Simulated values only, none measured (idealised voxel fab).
process module | voxel ribs on slabs
cross-section cut | 285 nm wide | cells 5 nm
A cross-section is a grid of square cells, given in bands from the top down. A band is one or more rows of cells.
Each band's line starts with the height of the band's top and of its bottom, in nm. Then come its materials from left to right, each with its width in nm. One material with "throughout" fills the band from edge to edge. "air" is empty space.
Height 0 is the level under which the wafer as received is all one material. The lowest band goes on downwards, as in "0 down".
A width such as "30 to 40" changes by the same amount from each row of cells to the next, from the band's top row to its bottom row.
"no change" after a step means that no cell of the cross-section changed.
closed voids: empty space of 8 cells or more with no open way to the top, each as width x height at its distance from the left edge, in nm
after a step's settings: what the simulator itself notes on the step
overlay nm, on a step with a mask: how far to the right of its planned place the mask lay; to the left if negative
plan
1 op RECEIVE | material Si
2 op DIRECTIONAL_DEP | material SiO2 | thk nm 30
3 op DIRECTIONAL_DEP | material SiN | thk nm 15
4 op DIRECTIONAL_DEP | material aC | thk nm 10
5 op PATTERN | tone cover | mask id RIB | material resist | width nm 15 | thk nm 25 | overlay nm 0
6 op DIRECTIONAL_ETCH | etch materials aC | depth nm 10
7 op STRIP | etch materials resist
8 op DIRECTIONAL_ETCH | etch materials SiN | depth nm 10
9 op STRIP | etch materials aC
10 op PATTERN | tone cover | mask id SLAB | material resist | width nm 45 | thk nm 15 | overlay nm 0
11 op DIRECTIONAL_ETCH | etch materials SiN | depth nm 5
12 op STRIP | etch materials resist
13 op FILL_DEP | material SiO2 | thk nm 25
14 op CMP | height nm 65
15 op DIRECTIONAL_DEP | material W | thk nm 5
16 op MASKED_ETCH | tone cover | mask id HEATER | width nm 25 | etch materials W | depth nm 5 | overlay nm 0
17 op CONFORMAL_DEP | material SiO2 | thk nm 5
as received, after step 1
  0 down: Si throughout
  closed voids: none
first wafer at the end, as planned
  75 to 70: air 125 | SiO2 35 | air 125
  70 to 65: SiO2 130 | W 25 | SiO2 130
  65 to 45: SiO2 throughout
  45 to 35: SiO2 135 | SiN 15 | SiO2 135
  35 to 30: SiO2 120 | SiN 45 | SiO2 120
  30 to 0: SiO2 throughout
  0 down: Si throughout
  closed voids: none
second wafer at the end: like start, like plan, one mistake
  70 to 65: air 125 | SiO2 35 | air 125
  65 to 60: SiO2 130 | W 25 | SiO2 130
  60 to 45: SiO2 throughout
  45 to 35: SiO2 135 | SiN 15 | SiO2 135
  35 to 30: SiO2 120 | SiN 45 | SiO2 120
  30 to 0: SiO2 throughout
  0 down: Si throughout
  closed voids: none
what went wrong: step 14 ran as: op CMP | height nm 60
at the end the second wafer has, in cells: 57 fewer of SiO2
